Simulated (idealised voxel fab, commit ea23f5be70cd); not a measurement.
Module name: voxel air gaps (process module)
Cross-sectional view cut (width: 235 nm; square cell size: 5 nm).
Throughout this document, each cross-section is represented as a grid of square cells and is presented as a sequence of bands enumerated from the top downward, where a band comprises one or more rows of cells. Band entry format. Leading values: height of top, height of bottom, nm. Remainder: materials in left-to-right order, each with its width in nm. Special words: "all across" on a single material, which then fills the band edge to edge; "air", empty space. Where do heights start? At 0: under that level the wafer as delivered is made of one material only. And the lowest band has no floor; it just carries on downward, as in "z 0 and below". Width "30->40": first value at the band's top row of cells, second value at its bottom row, equal change from row to row. Take "same as before" at face value: in the step it is given for, the cross-section changed in none of its cells. You'll see "Enclosed internal voids" listing empty spaces that have no way open to the top, as long as they're 8 cells or more; the notation is width x height at distance, where the distance is from the left edge, and all of it is in nm. The remark found on a step's line after its settings is issued by the simulator itself and pertains to that step. The line of a step may include "overlay nm". On a step with a mask, this value is how far to the right of its planned place the mask lay. A negative value means the mask lay to the left.
Process steps - plan:
1. RECEIVE: material Si
2. CONFORMAL_DEP: material SiO2, thk nm 15
3. CONFORMAL_DEP: material SiCN, thk nm 5
4. DIRECTIONAL_DEP: material lowk, thk nm 30
5. PATTERN: tone open, mask id LINES, material resist, width nm 20, pitch nm 50, thk nm 15, overlay nm 0
6. DIRECTIONAL_ETCH: etch materials lowk, depth nm 30
7. STRIP: etch materials resist
8. CONFORMAL_DEP: material TiN, thk nm 5
9. FILL_DEP: material W, thk nm 5
10. CMP: height nm 50
11. EPI: material Ru, thk nm 10
12. SELECTIVE_ETCH: etch materials lowk, depth nm 40
13. CONFORMAL_DEP: material SiCN, thk nm 5
Received-state cross-section, reflecting completion of step 1:
    z 0 and below  Si all across
    Enclosed internal voids: none
Run as planned - first of the two wafers cross-sectioned at the end of the module:
    z 65 to 60  air=40; SiCN=150; air=45
    z 60 to 50  air=40; SiCN=5; Ru=40; SiCN=10; Ru=40; SiCN=10; Ru=40; SiCN=5; air=45
    z 50 to 45  air=40; SiCN=15; TiN=5; W=10; TiN=5; SiCN=30; TiN=5; W=10; TiN=5; SiCN=30; TiN=5; W=10; TiN=5; SiCN=15; air=45
    z 45 to 25  air=50; SiCN=5; TiN=5; W=10; TiN=5; SiCN=5; air=20; SiCN=5; TiN=5; W=10; TiN=5; SiCN=5; air=20; SiCN=5; TiN=5; W=10; TiN=5; SiCN=5; air=55
    z 25 to 20  SiCN=55; TiN=20; SiCN=30; TiN=20; SiCN=30; TiN=20; SiCN=60
    z 20 to 15  SiCN all across
    z 15 to 0  SiO2 all across
    z 0 and below  Si all across
    Enclosed internal voids: 20 x 20 at 80; 20 x 20 at 130
Cross-sectional view of the second of two wafers upon completion of the module. This wafer shared its starting condition and process plan with the first; one error was made during its execution:
    z 60 to 50  air=45; Ru=40; air=10; Ru=40; air=10; Ru=40; air=50
    z 50 to 25  air=55; TiN=5; W=10; TiN=5; air=30; TiN=5; W=10; TiN=5; air=30; TiN=5; W=10; TiN=5; air=60
    z 25 to 20  air=55; TiN=20; air=30; TiN=20; air=30; TiN=20; air=60
    z 20 to 15  SiCN all across
    z 15 to 0  SiO2 all across
    z 0 and below  Si all across
    Enclosed internal voids: none
Nonconformance to the process plan: step 13 of the plan was omitted and not executed
Cell-count delta at end, second wafer over first, by material: 119 fewer of SiCN
In the final state there are 2 closed voids in the first wafer, compared with 0 in the second wafer.
